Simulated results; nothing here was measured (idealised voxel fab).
Title: Process Module voxel transistor to metal
170 nm wide, 5 nm square cells: that's cross-section cut.
Reading order for cross-sections: top band down to bottom band. Underlying form: a grid of square cells. Band size: one or more rows of cells. Basically the band line says how high the top is and how high the bottom is, in nm, and then what's in it from left to right, every material with its width in nm. Empty space shows up as "air", and if a single material carries "edge to edge" it runs the full band edge to edge. Heights are measured from 0, the level below which the as-received wafer is all one material; the lowest band has no bottom and continues downward, written as in "0 nm and below". Width: "30..40" (first number = top row, second number = bottom row, same change from row to row of cells). "same as before" (step): cross-section cells unchanged, all of them. So "Enclosed void inventory" is basically the list of trapped voids: any empty space of 8 cells or more that can't reach the top through an opening. They're written width x height at distance, the distance being from the left edge, and it's all nm. after a step's settings: what the simulator itself notes on the step. You can add "overlay nm" to a step's line. For a step with a mask, it describes how far the mask lay to the right of its planned position, and a negative number describes a lay to the left.
Steps in the process plan
1) RECEIVE with material Si
2) CONFORMAL_DEP with material SiO2, thk nm 5
3) CONFORMAL_DEP with material SiN, thk nm 15
4) MASKED_ETCH with tone cover, mask id ACTIVE, width nm 95, etch materials SiN, depth nm 15, overlay nm 0
5) MASKED_ETCH with tone cover, mask id ACTIVE, width nm 95, etch materials SiO2, depth nm 5, overlay nm 0
6) MASKED_ETCH with tone cover, mask id ACTIVE, width nm 95, etch materials Si, depth nm 20, overlay nm 0
7) OXIDIZE with depth nm 5
8) FILL_DEP with material SiO2, thk nm 15
9) CMP with height nm 20
10) SELECTIVE_ETCH with etch materials SiO2, depth nm 10
11) STRIP with etch materials SiN
12) SELECTIVE_ETCH with etch materials SiO2, depth nm 5
13) OXIDIZE with depth nm 5
14) DIRECTIONAL_DEP with material polySi, thk nm 30
15) DIRECTIONAL_DEP with material SiCN, thk nm 10
16) PATTERN with tone cover, mask id GATE, material resist, width nm 15, thk nm 20, overlay nm 0
17) DIRECTIONAL_ETCH with etch materials SiCN, depth nm 20
18) DIRECTIONAL_ETCH with etch materials polySi, depth nm 40
19) STRIP with etch materials resist
20) CONFORMAL_DEP with material SiN, thk nm 10
21) DIRECTIONAL_ETCH with etch materials SiN, depth nm 10
22) DIRECTIONAL_ETCH with etch materials SiO2, depth nm 5
23) DIRECTIONAL_ETCH with etch materials Si, depth nm 5
24) EPI with material pSi, thk nm 10
25) FILL_DEP with material SiO2, thk nm 5
26) CMP with height nm 40
27) DIRECTIONAL_DEP with material SiO2, thk nm 15
28) MASKED_ETCH with tone open, mask id CONTACT, width nm 15, pitch nm 60, etch materials SiO2, depth nm 55, overlay nm 0
29) CONFORMAL_DEP with material TiN, thk nm 5
30) FILL_DEP with material Ru, thk nm 10
31) CMP with height nm 55
32) CONFORMAL_DEP with material SiN, thk nm 5
33) DIRECTIONAL_DEP with material SiO2, thk nm 25
34) PATTERN with tone open, mask id METAL_1, material resist, width nm 15, pitch nm 60, thk nm 15, overlay nm 0
35) DIRECTIONAL_ETCH with etch materials SiO2, depth nm 25
36) DIRECTIONAL_ETCH with etch materials SiN, depth nm 5
37) STRIP with etch materials resist
38) CONFORMAL_DEP with material TiN, thk nm 5
39) FILL_DEP with material Cu, thk nm 5
40) CMP with height nm 85
41) CONFORMAL_DEP with material SiCN, thk nm 5
First of the two wafers, run per plan
Received-state cross-section, reflecting completion of step 1
* 0 nm and below  Si edge to edge
* Enclosed void inventory: none
Sectional view: wafer, after step 2
* 5 nm to 0 nm  SiO2 edge to edge
* Below 0, the layers are the same as they were.
Sectional view: wafer, after step 3
* 20 nm to 5 nm  SiN edge to edge
* Below 5, the layers are the same as they were.
Sectional view: wafer, after step 4
* 20 nm to 5 nm  35 nm air, then 95 nm SiN, then 40 nm air
* Below 5, the layers are the same as they were.
Sectional view: wafer, after step 5
* 20 nm to 5 nm  35 nm air, then 95 nm SiN, then 40 nm air
* 5 nm to 0 nm  35 nm air, then 95 nm SiO2, then 40 nm air
* Below 0, the layers are the same as they were.
Sectional view: wafer, after step 6
* 20 nm to 5 nm  35 nm air, then 95 nm SiN, then 40 nm air
* 5 nm to 0 nm  35 nm air, then 95 nm SiO2, then 40 nm air
* 0 nm to -20 nm  35 nm air, then 95 nm Si, then 40 nm air
* Below -20, the layers are the same as they were.
Sectional view: wafer, after step 7
* 20 nm to 5 nm  35 nm air, then 95 nm SiN, then 40 nm air
* 5 nm to 0 nm  35 nm air, then 95 nm SiO2, then 40 nm air
* 0 nm to -20 nm  35 nm air, then 5 nm SiO2, then 85 nm Si, then 5 nm SiO2, then 40 nm air
* -20 nm to -25 nm  40 nm SiO2, then 85 nm Si, then 45 nm SiO2
* Below -25, the layers are the same as they were.
Sectional view: wafer, after step 8
* 35 nm to 20 nm  SiO2 edge to edge
* 20 nm to 5 nm  35 nm SiO2, then 95 nm SiN, then 40 nm SiO2
* 5 nm to 0 nm  SiO2 edge to edge
* 0 nm to -25 nm  40 nm SiO2, then 85 nm Si, then 45 nm SiO2
* Below -25, the layers are the same as they were.
Sectional view: wafer, after step 9
* 20 nm to 5 nm  35 nm SiO2, then 95 nm SiN, then 40 nm SiO2
* Below 5, the layers are the same as they were.
Sectional view: wafer, after step 10
* 20 nm to 10 nm  35 nm air, then 95 nm SiN, then 40 nm air
* Below 10, the layers are the same as they were.
Sectional view: wafer, after step 11
* 10 nm to 5 nm  35 nm SiO2, then 95 nm air, then 40 nm SiO2
* Below 5, the layers are the same as they were.
Sectional view: wafer, after step 12
* 5 nm to 0 nm  30 nm SiO2, then 105 nm air, then 35 nm SiO2
* Below 0, the layers are the same as they were.
Sectional view: wafer, after step 13
* 5 nm to 0 nm  30 nm SiO2, then 105 nm air, then 35 nm SiO2
* 0 nm to -5 nm  SiO2 edge to edge
* Below -5, the layers are the same as they were.
Sectional view: wafer, after step 14
* 35 nm to 30 nm  30 nm polySi, then 105 nm air, then 35 nm polySi
* 30 nm to 5 nm  polySi edge to edge
* 5 nm to 0 nm  30 nm SiO2, then 105 nm polySi, then 35 nm SiO2
* Below 0, the layers are the same as they were.
Sectional view: wafer, after step 15
* 45 nm to 40 nm  30 nm SiCN, then 105 nm air, then 35 nm SiCN
* 40 nm to 35 nm  SiCN edge to edge
* 35 nm to 30 nm  30 nm polySi, then 105 nm SiCN, then 35 nm polySi
* Below 30, the layers are the same as they were.
Sectional view: wafer, after step 16
* 65 nm to 45 nm  75 nm air, then 15 nm resist, then 80 nm air
* 45 nm to 40 nm  30 nm SiCN, then 45 nm air, then 15 nm resist, then 45 nm air, then 35 nm SiCN
* Below 40, the layers are the same as they were.
Sectional view: wafer, after step 17
* 65 nm to 40 nm  75 nm air, then 15 nm resist, then 80 nm air
* 40 nm to 35 nm  75 nm air, then 15 nm SiCN, then 80 nm air
* 35 nm to 30 nm  30 nm polySi, then 45 nm air, then 15 nm SiCN, then 45 nm air, then 35 nm polySi
* Below 30, the layers are the same as they were.
Sectional view: wafer, after step 18
* 65 nm to 40 nm  75 nm air, then 15 nm resist, then 80 nm air
* 40 nm to 30 nm  75 nm air, then 15 nm SiCN, then 80 nm air
* 30 nm to 5 nm  75 nm air, then 15 nm polySi, then 80 nm air
* 5 nm to 0 nm  30 nm SiO2, then 45 nm air, then 15 nm polySi, then 45 nm air, then 35 nm SiO2
* Below 0, the layers are the same as they were.
Sectional view: wafer, after step 19
* 40 nm to 30 nm  75 nm air, then 15 nm SiCN, then 80 nm air
* Below 30, the layers are the same as they were.
Sectional view: wafer, after step 20
* 50 nm to 40 nm  65 nm air, then 35 nm SiN, then 70 nm air
* 40 nm to 30 nm  65 nm air, then 10 nm SiN, then 15 nm SiCN, then 10 nm SiN, then 70 nm air
* 30 nm to 15 nm  65 nm air, then 10 nm SiN, then 15 nm polySi, then 10 nm SiN, then 70 nm air
* 15 nm to 10 nm  40 nm SiN, then 25 nm air, then 10 nm SiN, then 15 nm polySi, then 10 nm SiN, then 25 nm air, then 45 nm SiN
* 10 nm to 5 nm  75 nm SiN, then 15 nm polySi, then 80 nm SiN
* 5 nm to 0 nm  30 nm SiO2, then 45 nm SiN, then 15 nm polySi, then 45 nm SiN, then 35 nm SiO2
* Below 0, the layers are the same as they were.
Sectional view: wafer, after step 21
* 40 nm to 30 nm  65 nm air, then 10 nm SiN, then 15 nm SiCN, then 10 nm SiN, then 70 nm air
* 30 nm to 5 nm  65 nm air, then 10 nm SiN, then 15 nm polySi, then 10 nm SiN, then 70 nm air
* 5 nm to 0 nm  30 nm SiO2, then 10 nm SiN, then 25 nm air, then 10 nm SiN, then 15 nm polySi, then 10 nm SiN, then 25 nm air, then 10 nm SiN, then 35 nm SiO2
* Below 0, the layers are the same as they were.
Sectional view: wafer, after step 22
* 40 nm to 30 nm  65 nm air, then 10 nm SiN, then 15 nm SiCN, then 10 nm SiN, then 70 nm air
* 30 nm to 5 nm  65 nm air, then 10 nm SiN, then 15 nm polySi, then 10 nm SiN, then 70 nm air
* 5 nm to 0 nm  30 nm air, then 10 nm SiN, then 25 nm air, then 10 nm SiN, then 15 nm polySi, then 10 nm SiN, then 25 nm air, then 10 nm SiN, then 35 nm air
* 0 nm to -5 nm  40 nm SiO2, then 25 nm air, then 35 nm SiO2, then 25 nm air, then 45 nm SiO2
* Below -5, the layers are the same as they were.
Sectional view: wafer, after step 23
* 40 nm to 30 nm  65 nm air, then 10 nm SiN, then 15 nm SiCN, then 10 nm SiN, then 70 nm air
* 30 nm to 5 nm  65 nm air, then 10 nm SiN, then 15 nm polySi, then 10 nm SiN, then 70 nm air
* 5 nm to 0 nm  30 nm air, then 10 nm SiN, then 25 nm air, then 10 nm SiN, then 15 nm polySi, then 10 nm SiN, then 25 nm air, then 10 nm SiN, then 35 nm air
* 0 nm to -5 nm  40 nm SiO2, then 25 nm air, then 35 nm SiO2, then 25 nm air, then 45 nm SiO2
* -5 nm to -10 nm  40 nm SiO2, then 25 nm air, then 35 nm Si, then 25 nm air, then 45 nm SiO2
* Below -10, the layers are the same as they were.
Sectional view: wafer, after step 24
* 40 nm to 30 nm  65 nm air, then 10 nm SiN, then 15 nm SiCN, then 10 nm SiN, then 70 nm air
* 30 nm to 5 nm  65 nm air, then 10 nm SiN, then 15 nm polySi, then 10 nm SiN, then 70 nm air
* 5 nm to 0 nm  30 nm air, then 10 nm SiN, then 15 nm air, then 10 nm pSi, then 10 nm SiN, then 15 nm polySi, then 10 nm SiN, then 10 nm pSi, then 15 nm air, then 10 nm SiN, then 35 nm air
* 0 nm to -5 nm  40 nm SiO2, then 25 nm pSi, then 35 nm SiO2, then 25 nm pSi, then 45 nm SiO2
* -5 nm to -10 nm  40 nm SiO2, then 25 nm pSi, then 35 nm Si, then 25 nm pSi, then 45 nm SiO2
* Below -10, the layers are the same as they were.
Sectional view: wafer, after step 25
* 45 nm to 40 nm  SiO2 edge to edge
* 40 nm to 30 nm  65 nm SiO2, then 10 nm SiN, then 15 nm SiCN, then 10 nm SiN, then 70 nm SiO2
* 30 nm to 5 nm  65 nm SiO2, then 10 nm SiN, then 15 nm polySi, then 10 nm SiN, then 70 nm SiO2
* 5 nm to 0 nm  30 nm SiO2, then 10 nm SiN, then 15 nm SiO2, then 10 nm pSi, then 10 nm SiN, then 15 nm polySi, then 10 nm SiN, then 10 nm pSi, then 15 nm SiO2, then 10 nm SiN, then 35 nm SiO2
* Below 0, the layers are the same as they were.
Sectional view: wafer, after step 26
* 40 nm to 30 nm  65 nm SiO2, then 10 nm SiN, then 15 nm SiCN, then 10 nm SiN, then 70 nm SiO2
* Below 30, the layers are the same as they were.
Sectional view: wafer, after step 27
* 55 nm to 40 nm  SiO2 edge to edge
* Below 40, the layers are the same as they were.
Sectional view: wafer, after step 28
* 55 nm to 40 nm  45 nm SiO2, then 15 nm air, then 45 nm SiO2, then 15 nm air, then 50 nm SiO2
* 40 nm to 30 nm  45 nm SiO2, then 15 nm air, then 5 nm SiO2, then 10 nm SiN, then 15 nm SiCN, then 10 nm SiN, then 5 nm SiO2, then 15 nm air, then 50 nm SiO2
* 30 nm to 5 nm  45 nm SiO2, then 15 nm air, then 5 nm SiO2, then 10 nm SiN, then 15 nm polySi, then 10 nm SiN, then 5 nm SiO2, then 15 nm air, then 50 nm SiO2
* 5 nm to 0 nm  30 nm SiO2, then 10 nm SiN, then 5 nm SiO2, then 10 nm air, then 10 nm pSi, then 10 nm SiN, then 15 nm polySi, then 10 nm SiN, then 10 nm pSi, then 10 nm air, then 5 nm SiO2, then 10 nm SiN, then 35 nm SiO2
* Below 0, the layers are the same as they were.
Sectional view: wafer, after step 29
* 60 nm to 55 nm  50 nm TiN, then 5 nm air, then 55 nm TiN, then 5 nm air, then 55 nm TiN
* 55 nm to 40 nm  45 nm SiO2, then 5 nm TiN, then 5 nm air, then 5 nm TiN, then 45 nm SiO2, then 5 nm TiN, then 5 nm air, then 5 nm TiN, then 50 nm SiO2
* 40 nm to 30 nm  45 nm SiO2, then 5 nm TiN, then 5 nm air, then 5 nm TiN, then 5 nm SiO2, then 10 nm SiN, then 15 nm SiCN, then 10 nm SiN, then 5 nm SiO2, then 5 nm TiN, then 5 nm air, then 5 nm TiN, then 50 nm SiO2
* 30 nm to 10 nm  45 nm SiO2, then 5 nm TiN, then 5 nm air, then 5 nm TiN, then 5 nm SiO2, then 10 nm SiN, then 15 nm polySi, then 10 nm SiN, then 5 nm SiO2, then 5 nm TiN, then 5 nm air, then 5 nm TiN, then 50 nm SiO2
* 10 nm to 5 nm  45 nm SiO2, then 15 nm TiN, then 5 nm SiO2, then 10 nm SiN, then 15 nm polySi, then 10 nm SiN, then 5 nm SiO2, then 15 nm TiN, then 50 nm SiO2
* 5 nm to 0 nm  30 nm SiO2, then 10 nm SiN, then 5 nm SiO2, then 10 nm TiN, then 10 nm pSi, then 10 nm SiN, then 15 nm polySi, then 10 nm SiN, then 10 nm pSi, then 10 nm TiN, then 5 nm SiO2, then 10 nm SiN, then 35 nm SiO2
* Below 0, the layers are the same as they were.
Sectional view: wafer, after step 30
* 70 nm to 60 nm  Ru edge to edge
* 60 nm to 55 nm  50 nm TiN, then 5 nm Ru, then 55 nm TiN, then 5 nm Ru, then 55 nm TiN
* 55 nm to 40 nm  45 nm SiO2, then 5 nm TiN, then 5 nm Ru, then 5 nm TiN, then 45 nm SiO2, then 5 nm TiN, then 5 nm Ru, then 5 nm TiN, then 50 nm SiO2
* 40 nm to 30 nm  45 nm SiO2, then 5 nm TiN, then 5 nm Ru, then 5 nm TiN, then 5 nm SiO2, then 10 nm SiN, then 15 nm SiCN, then 10 nm SiN, then 5 nm SiO2, then 5 nm TiN, then 5 nm Ru, then 5 nm TiN, then 50 nm SiO2
* 30 nm to 10 nm  45 nm SiO2, then 5 nm TiN, then 5 nm Ru, then 5 nm TiN, then 5 nm SiO2, then 10 nm SiN, then 15 nm polySi, then 10 nm SiN, then 5 nm SiO2, then 5 nm TiN, then 5 nm Ru, then 5 nm TiN, then 50 nm SiO2
* Below 10, the layers are the same as they were.
Sectional view: wafer, after step 31
* 55 nm to 40 nm  45 nm SiO2, then 5 nm TiN, then 5 nm Ru, then 5 nm TiN, then 45 nm SiO2, then 5 nm TiN, then 5 nm Ru, then 5 nm TiN, then 50 nm SiO2
* Below 40, the layers are the same as they were.
Sectional view: wafer, after step 32
* 60 nm to 55 nm  SiN edge to edge
* Below 55, the layers are the same as they were.
Sectional view: wafer, after step 33
* 85 nm to 60 nm  SiO2 edge to edge
* Below 60, the layers are the same as they were.
Sectional view: wafer, after step 34
* 100 nm to 85 nm  45 nm resist, then 15 nm air, then 45 nm resist, then 15 nm air, then 50 nm resist
* Below 85, the layers are the same as they were.
Sectional view: wafer, after step 35
* 100 nm to 85 nm  45 nm resist, then 15 nm air, then 45 nm resist, then 15 nm air, then 50 nm resist
* 85 nm to 60 nm  45 nm SiO2, then 15 nm air, then 45 nm SiO2, then 15 nm air, then 50 nm SiO2
* Below 60, the layers are the same as they were.
Sectional view: wafer, after step 36
* 100 nm to 85 nm  45 nm resist, then 15 nm air, then 45 nm resist, then 15 nm air, then 50 nm resist
* 85 nm to 60 nm  45 nm SiO2, then 15 nm air, then 45 nm SiO2, then 15 nm air, then 50 nm SiO2
* 60 nm to 55 nm  45 nm SiN, then 15 nm air, then 45 nm SiN, then 15 nm air, then 50 nm SiN
* Below 55, the layers are the same as they were.
Sectional view: wafer, after step 37
* 85 nm to 60 nm  45 nm SiO2, then 15 nm air, then 45 nm SiO2, then 15 nm air, then 50 nm SiO2
* Below 60, the layers are the same as they were.
Sectional view: wafer, after step 38
* 90 nm to 85 nm  50 nm TiN, then 5 nm air, then 55 nm TiN, then 5 nm air, then 55 nm TiN
* 85 nm to 60 nm  45 nm SiO2, then 5 nm TiN, then 5 nm air, then 5 nm TiN, then 45 nm SiO2, then 5 nm TiN, then 5 nm air, then 5 nm TiN, then 50 nm SiO2
* 60 nm to 55 nm  45 nm SiN, then 15 nm TiN, then 45 nm SiN, then 15 nm TiN, then 50 nm SiN
* Below 55, the layers are the same as they were.
Sectional view: wafer, after step 39
* 95 nm to 90 nm  Cu edge to edge
* 90 nm to 85 nm  50 nm TiN, then 5 nm Cu, then 55 nm TiN, then 5 nm Cu, then 55 nm TiN
* 85 nm to 60 nm  45 nm SiO2, then 5 nm TiN, then 5 nm Cu, then 5 nm TiN, then 45 nm SiO2, then 5 nm TiN, then 5 nm Cu, then 5 nm TiN, then 50 nm SiO2
* Below 60, the layers are the same as they were.
Sectional view: wafer, after step 40
* 85 nm to 60 nm  45 nm SiO2, then 5 nm TiN, then 5 nm Cu, then 5 nm TiN, then 45 nm SiO2, then 5 nm TiN, then 5 nm Cu, then 5 nm TiN, then 50 nm SiO2
* Below 60, the layers are the same as they were.
Sectional view: wafer, after step 41
* 90 nm to 85 nm  SiCN edge to edge
* Below 85, the layers are the same as they were.
Second wafer. Start and plan as for the first. One mistake made in running. Agrees with the first up to and including step 22
Look at the second wafer in cross-section at the time step 23 ought to have finished
* 40 nm to 30 nm  65 nm air, then 10 nm SiN, then 15 nm SiCN, then 10 nm SiN, then 70 nm air
* 30 nm to 5 nm  65 nm air, then 10 nm SiN, then 15 nm polySi, then 10 nm SiN, then 70 nm air
* 5 nm to 0 nm  30 nm air, then 10 nm SiN, then 25 nm pSi, then 10 nm SiN, then 15 nm polySi, then 10 nm SiN, then 25 nm pSi, then 10 nm SiN, then 35 nm air
* 0 nm to -5 nm  40 nm SiO2, then 25 nm pSi, then 35 nm SiO2, then 25 nm pSi, then 45 nm SiO2
* Below -5, the layers are the same as they were.
Look at the second wafer in cross-section at the time step 24 ought to have finished
* 40 nm to 30 nm  65 nm air, then 10 nm SiN, then 15 nm SiCN, then 10 nm SiN, then 70 nm air
* 30 nm to 5 nm  65 nm air, then 10 nm SiN, then 15 nm polySi, then 10 nm SiN, then 70 nm air
* 5 nm to 0 nm  30 nm air, then 10 nm SiN, then 25 nm air, then 10 nm SiN, then 15 nm polySi, then 10 nm SiN, then 25 nm air, then 10 nm SiN, then 35 nm air
* Below 0, the layers are the same as they were.
Look at the second wafer in cross-section at the time step 25 ought to have finished
* 45 nm to 40 nm  SiO2 edge to edge
* 40 nm to 30 nm  65 nm SiO2, then 10 nm SiN, then 15 nm SiCN, then 10 nm SiN, then 70 nm SiO2
* 30 nm to 5 nm  65 nm SiO2, then 10 nm SiN, then 15 nm polySi, then 10 nm SiN, then 70 nm SiO2
* 5 nm to 0 nm  30 nm SiO2, then 10 nm SiN, then 25 nm SiO2, then 10 nm SiN, then 15 nm polySi, then 10 nm SiN, then 25 nm SiO2, then 10 nm SiN, then 35 nm SiO2
* Below 0, the layers are the same as they were.
Look at the second wafer in cross-section at the time step 26 ought to have finished
* 40 nm to 30 nm  65 nm SiO2, then 10 nm SiN, then 15 nm SiCN, then 10 nm SiN, then 70 nm SiO2
* Below 30, the layers are the same as they were.
Look at the second wafer in cross-section at the time step 27 ought to have finished
* 55 nm to 40 nm  SiO2 edge to edge
* Below 40, the layers are the same as they were.
Look at the second wafer in cross-section at the time step 28 ought to have finished
* 55 nm to 40 nm  45 nm SiO2, then 15 nm air, then 45 nm SiO2, then 15 nm air, then 50 nm SiO2
* 40 nm to 30 nm  45 nm SiO2, then 15 nm air, then 5 nm SiO2, then 10 nm SiN, then 15 nm SiCN, then 10 nm SiN, then 5 nm SiO2, then 15 nm air, then 50 nm SiO2
* 30 nm to 5 nm  45 nm SiO2, then 15 nm air, then 5 nm SiO2, then 10 nm SiN, then 15 nm polySi, then 10 nm SiN, then 5 nm SiO2, then 15 nm air, then 50 nm SiO2
* 5 nm to 0 nm  30 nm SiO2, then 10 nm SiN, then 5 nm SiO2, then 15 nm air, then 5 nm SiO2, then 10 nm SiN, then 15 nm polySi, then 10 nm SiN, then 5 nm SiO2, then 15 nm air, then 5 nm SiO2, then 10 nm SiN, then 35 nm SiO2
* Below 0, the layers are the same as they were.
Look at the second wafer in cross-section at the time step 29 ought to have finished
* 60 nm to 55 nm  50 nm TiN, then 5 nm air, then 55 nm TiN, then 5 nm air, then 55 nm TiN
* 55 nm to 40 nm  45 nm SiO2, then 5 nm TiN, then 5 nm air, then 5 nm TiN, then 45 nm SiO2, then 5 nm TiN, then 5 nm air, then 5 nm TiN, then 50 nm SiO2
* 40 nm to 30 nm  45 nm SiO2, then 5 nm TiN, then 5 nm air, then 5 nm TiN, then 5 nm SiO2, then 10 nm SiN, then 15 nm SiCN, then 10 nm SiN, then 5 nm SiO2, then 5 nm TiN, then 5 nm air, then 5 nm TiN, then 50 nm SiO2
* 30 nm to 5 nm  45 nm SiO2, then 5 nm TiN, then 5 nm air, then 5 nm TiN, then 5 nm SiO2, then 10 nm SiN, then 15 nm polySi, then 10 nm SiN, then 5 nm SiO2, then 5 nm TiN, then 5 nm air, then 5 nm TiN, then 50 nm SiO2
* 5 nm to 0 nm  30 nm SiO2, then 10 nm SiN, then 5 nm SiO2, then 15 nm TiN, then 5 nm SiO2, then 10 nm SiN, then 15 nm polySi, then 10 nm SiN, then 5 nm SiO2, then 15 nm TiN, then 5 nm SiO2, then 10 nm SiN, then 35 nm SiO2
* Below 0, the layers are the same as they were.
Look at the second wafer in cross-section at the time step 30 ought to have finished
* 70 nm to 60 nm  Ru edge to edge
* 60 nm to 55 nm  50 nm TiN, then 5 nm Ru, then 55 nm TiN, then 5 nm Ru, then 55 nm TiN
* 55 nm to 40 nm  45 nm SiO2, then 5 nm TiN, then 5 nm Ru, then 5 nm TiN, then 45 nm SiO2, then 5 nm TiN, then 5 nm Ru, then 5 nm TiN, then 50 nm SiO2
* 40 nm to 30 nm  45 nm SiO2, then 5 nm TiN, then 5 nm Ru, then 5 nm TiN, then 5 nm SiO2, then 10 nm SiN, then 15 nm SiCN, then 10 nm SiN, then 5 nm SiO2, then 5 nm TiN, then 5 nm Ru, then 5 nm TiN, then 50 nm SiO2
* 30 nm to 5 nm  45 nm SiO2, then 5 nm TiN, then 5 nm Ru, then 5 nm TiN, then 5 nm SiO2, then 10 nm SiN, then 15 nm polySi, then 10 nm SiN, then 5 nm SiO2, then 5 nm TiN, then 5 nm Ru, then 5 nm TiN, then 50 nm SiO2
* Below 5, the layers are the same as they were.
Look at the second wafer in cross-section at the time step 31 ought to have finished
* 55 nm to 40 nm  45 nm SiO2, then 5 nm TiN, then 5 nm Ru, then 5 nm TiN, then 45 nm SiO2, then 5 nm TiN, then 5 nm Ru, then 5 nm TiN, then 50 nm SiO2
* Below 40, the layers are the same as they were.
Look at the second wafer in cross-section at the time step 32 ought to have finished
* 60 nm to 55 nm  SiN edge to edge
* Below 55, the layers are the same as they were.
Look at the second wafer in cross-section at the time step 33 ought to have finished
* 85 nm to 60 nm  SiO2 edge to edge
* Below 60, the layers are the same as they were.
Look at the second wafer in cross-section at the time step 34 ought to have finished
* 100 nm to 85 nm  45 nm resist, then 15 nm air, then 45 nm resist, then 15 nm air, then 50 nm resist
* Below 85, the layers are the same as they were.
Look at the second wafer in cross-section at the time step 35 ought to have finished
* 100 nm to 85 nm  45 nm resist, then 15 nm air, then 45 nm resist, then 15 nm air, then 50 nm resist
* 85 nm to 60 nm  45 nm SiO2, then 15 nm air, then 45 nm SiO2, then 15 nm air, then 50 nm SiO2
* Below 60, the layers are the same as they were.
Look at the second wafer in cross-section at the time step 36 ought to have finished
* 100 nm to 85 nm  45 nm resist, then 15 nm air, then 45 nm resist, then 15 nm air, then 50 nm resist
* 85 nm to 60 nm  45 nm SiO2, then 15 nm air, then 45 nm SiO2, then 15 nm air, then 50 nm SiO2
* 60 nm to 55 nm  45 nm SiN, then 15 nm air, then 45 nm SiN, then 15 nm air, then 50 nm SiN
* Below 55, the layers are the same as they were.
Look at the second wafer in cross-section at the time step 37 ought to have finished
* 85 nm to 60 nm  45 nm SiO2, then 15 nm air, then 45 nm SiO2, then 15 nm air, then 50 nm SiO2
* Below 60, the layers are the same as they were.
Look at the second wafer in cross-section at the time step 38 ought to have finished
* 90 nm to 85 nm  50 nm TiN, then 5 nm air, then 55 nm TiN, then 5 nm air, then 55 nm TiN
* 85 nm to 60 nm  45 nm SiO2, then 5 nm TiN, then 5 nm air, then 5 nm TiN, then 45 nm SiO2, then 5 nm TiN, then 5 nm air, then 5 nm TiN, then 50 nm SiO2
* 60 nm to 55 nm  45 nm SiN, then 15 nm TiN, then 45 nm SiN, then 15 nm TiN, then 50 nm SiN
* Below 55, the layers are the same as they were.
Look at the second wafer in cross-section at the time step 39 ought to have finished
* 95 nm to 90 nm  Cu edge to edge
* 90 nm to 85 nm  50 nm TiN, then 5 nm Cu, then 55 nm TiN, then 5 nm Cu, then 55 nm TiN
* 85 nm to 60 nm  45 nm SiO2, then 5 nm TiN, then 5 nm Cu, then 5 nm TiN, then 45 nm SiO2, then 5 nm TiN, then 5 nm Cu, then 5 nm TiN, then 50 nm SiO2
* Below 60, the layers are the same as they were.
Look at the second wafer in cross-section at the time step 40 ought to have finished
* 85 nm to 60 nm  45 nm SiO2, then 5 nm TiN, then 5 nm Cu, then 5 nm TiN, then 45 nm SiO2, then 5 nm TiN, then 5 nm Cu, then 5 nm TiN, then 50 nm SiO2
* Below 60, the layers are the same as they were.
Look at the second wafer in cross-section at the time step 41 ought to have finished
* 90 nm to 85 nm  SiCN edge to edge
* Below 85, the layers are the same as they were.
What was the processing mistake? step 23 ran in the slot meant for step 24, and vice versa
Wafer comparison, final, in cells, second relative to first, materials more or fewer: Ru: 2 more | Si: 10 more | SiO2: 2 more | pSi: 14 fewer
